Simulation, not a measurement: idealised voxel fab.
The process module that follows is named voxel self aligned contacts.
Cross-sectional view cut (width: 290 nm; square cell size: 5 nm).
Cross-sections here: square-cell grids, written as top-down lists of bands, a band being one or more rows of cells. Top, bottom (nm), then materials left to right with widths (nm); lone material tagged "all across" fills the whole band edge to edge; "air" = empty space. Zero point of the height axis is 0; under it, received wafer = one material. Lowest band: continues down indefinitely, "z 0 and below". Quick explanation for "30 to 40": the width changes in equal steps down the rows of cells, from the first number in the band's top row to the second number in its bottom row. Basically "remains unaltered" means that step didn't change any cell in the cross-section. In the "Enclosed voids" entry, you get each enclosed empty space of 8 cells or more, one with no open way to the top, written width x height at distance, distance from the left edge, in nm. Anything after a step's settings on that line? It's the simulator's own note about the step. "overlay nm" answers the question of how far to the right of plan the mask lay on a step that has a mask, and when it is negative the answer is to the left.
-- Intended process steps
1: RECEIVE [material Si]
2: OXIDIZE [depth nm 5]
3: DIRECTIONAL_DEP [material polySi] [thk nm 25]
4: DIRECTIONAL_DEP [material SiN] [thk nm 20]
5: DIRECTIONAL_DEP [material aC] [thk nm 10]
6: PATTERN [tone cover] [mask id GATE] [material resist] [width nm 25] [pitch nm 60] [thk nm 25] [overlay nm 0]
7: DIRECTIONAL_ETCH [etch materials aC] [depth nm 10]
8: STRIP [etch materials resist]
9: DIRECTIONAL_ETCH [etch materials SiN] [depth nm 20]
10: DIRECTIONAL_ETCH [etch materials polySi] [depth nm 25]
11: STRIP [etch materials aC]
12: CONFORMAL_DEP [material SiN] [thk nm 10]
13: DIRECTIONAL_ETCH [etch materials SiN] [depth nm 10]
14: FILL_DEP [material SiO2] [thk nm 20]
15: CMP [height nm 55]
16: MASKED_ETCH [tone open] [mask id CONTACT] [width nm 45] [etch materials SiO2] [depth nm 60] [overlay nm 0]
17: CONFORMAL_DEP [material TiN] [thk nm 5]
18: FILL_DEP [material Ru] [thk nm 10]
19: CMP [height nm 55]
20: CONFORMAL_DEP [material SiN] [thk nm 5]
-- As-received state of the wafer in cross-section, equivalent to post-step 1
  z 0 and below = Si all across
  Enclosed voids: none
-- Cross-section at module end, one run error; start and plan unchanged from above
  z 60 to 55 = SiN all across
  z 55 to 50 = SiO2=90  SiN=45  TiN=5  Ru=5  TiN=5  SiN=45  SiO2=95
  z 50 to 30 = SiO2=90  SiN=10  polySi=25  SiN=10  TiN=5  Ru=5  TiN=5  SiN=10  polySi=25  SiN=10  SiO2=95
  z 30 to 25 = SiO2=90  SiN=10  polySi=25  SiN=10  TiN=15  SiN=10  polySi=25  SiN=10  SiO2=95
  z 25 to 0 = polySi all across
  z 0 to -5 = SiO2 all across
  z -5 and below = Si all across
  Enclosed voids: none
Processing error: step 3 from the plan got run twice
